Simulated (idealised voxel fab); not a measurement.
A process module follows: voxel wiring stack.
Shown is cross-section cut, with a width of 285 nm and square cells of size 5 nm.
A cross-section is a grid of square cells, given in bands from the top down. A band is one or more rows of cells.
For a band, the entry starts with two heights in nm, that of the top and then that of the bottom, and carries on with the band's materials in order from left to right, each alongside its width in nm; the word "edge to edge" beside a single material means it fills the band edge to edge, and "air" means empty space.
Height is counted from the level 0, under which the received wafer is composed throughout of one material. The lowest of the bands is not closed at the bottom but continues downward, in the notation "0..down".
Width: "30 to 40" (first number = top row, second number = bottom row, same change from row to row of cells).
"no change", as given for a step, is the statement that not any cell of the cross-section underwent a change during that step.
In "Catalogued sealed voids" the enclosed voids are listed, meaning empty spaces of 8 cells or larger without any opening to the top. The form is width x height at distance, distance from the left edge, units nm.
On a step's line, text after the settings is the simulator commenting on that step.
A step line may carry the setting "overlay nm", which, for steps involving a mask, states the distance by which the mask lay to the right of its intended position; negative values denote displacement to the left.
THE FOLLOWING LIST GIVES THE PLANNED PROCESS STEPS
- 1: RECEIVE [material Si]
- 2: CONFORMAL_DEP [material SiO2] [thk nm 15]
- 3: CONFORMAL_DEP [material SiN] [thk nm 5]
- 4: DIRECTIONAL_DEP [material SiO2] [thk nm 20]
- 5: PATTERN [tone open] [mask id METAL_1] [material resist] [width nm 20] [pitch nm 45] [thk nm 20] [overlay nm 0]
- 6: DIRECTIONAL_ETCH [etch materials SiO2] [depth nm 20]
- 7: DIRECTIONAL_ETCH [etch materials SiN] [depth nm 5]
- 8: STRIP [etch materials resist]
- 9: CONFORMAL_DEP [material TiN] [thk nm 5]
- 10: FILL_DEP [material Cu] [thk nm 10]
- 11: CMP [height nm 40]
- 12: CONFORMAL_DEP [material SiCN] [thk nm 5]
- 13: DIRECTIONAL_DEP [material lowk] [thk nm 15]
- 14: DIRECTIONAL_DEP [material aC] [thk nm 10]
- 15: PATTERN [tone open] [mask id PLUG_1] [material resist] [width nm 15] [pitch nm 90] [thk nm 30] [overlay nm 0]
- 16: DIRECTIONAL_ETCH [etch materials aC] [depth nm 10]
- 17: STRIP [etch materials resist]
- 18: DIRECTIONAL_ETCH [etch materials lowk] [depth nm 15]
- 19: DIRECTIONAL_ETCH [etch materials SiCN] [depth nm 5]
- 20: STRIP [etch materials aC]
- 21: CONFORMAL_DEP [material TiN] [thk nm 5]
- 22: FILL_DEP [material Ru] [thk nm 5]
- 23: CMP [height nm 60]
- 24: CONFORMAL_DEP [material SiCN] [thk nm 5]
- 25: DIRECTIONAL_DEP [material lowk] [thk nm 15]
- 26: MASKED_ETCH [tone open] [mask id METAL_2] [width nm 15] [pitch nm 45] [etch materials lowk] [depth nm 15] [overlay nm 0]
- 27: MASKED_ETCH [tone open] [mask id METAL_2] [width nm 20] [pitch nm 45] [etch materials SiCN] [depth nm 5] [overlay nm 0]
- 28: CONFORMAL_DEP [material TiN] [thk nm 5]
- 29: FILL_DEP [material Cu] [thk nm 5]
- 30: CMP [height nm 80]
- 31: EPI [material Ru] [thk nm 5]
- 32: FILL_DEP [material SiCN] [thk nm 5]
The wafers are alike at the start. At step 26, their width nm differs. The plan lists the first wafer's value.
CROSS-SECTION OF THE FIRST OF SEVERAL WAFERS ON RECEIPT, REFLECTING COMPLETION OF STEP 1
0..down  Si edge to edge
Catalogued sealed voids: none
SO IN THIS TABLE EVERY WAFER GETS ITS OWN ROW, AND WHAT YOU SEE IS WHERE IT STANDS AT THE END OF THE MODULE: FOR EACH MATERIAL, HOW MANY CELLS IT PICKED UP (+) OR GAVE UP (-) SINCE WE RECEIVED IT, AND AFTER THAT ITS CLOSED VOIDS
width nm 15; +33 Cu; +21 Ru; +198 SiCN; +45 SiN; +351 SiO2; +81 TiN; +297 lowk; Catalogued sealed voids: none
width nm 20; +42 Cu; +24 Ru; +192 SiCN; +45 SiN; +351 SiO2; +84 TiN; +288 lowk; Catalogued sealed voids: none
width nm 25; +48 Cu; +27 Ru; +189 SiCN; +45 SiN; +351 SiO2; +87 TiN; +279 lowk; Catalogued sealed voids: none
width nm 30; +54 Cu; +30 Ru; +186 SiCN; +45 SiN; +351 SiO2; +90 TiN; +270 lowk; Catalogued sealed voids: none
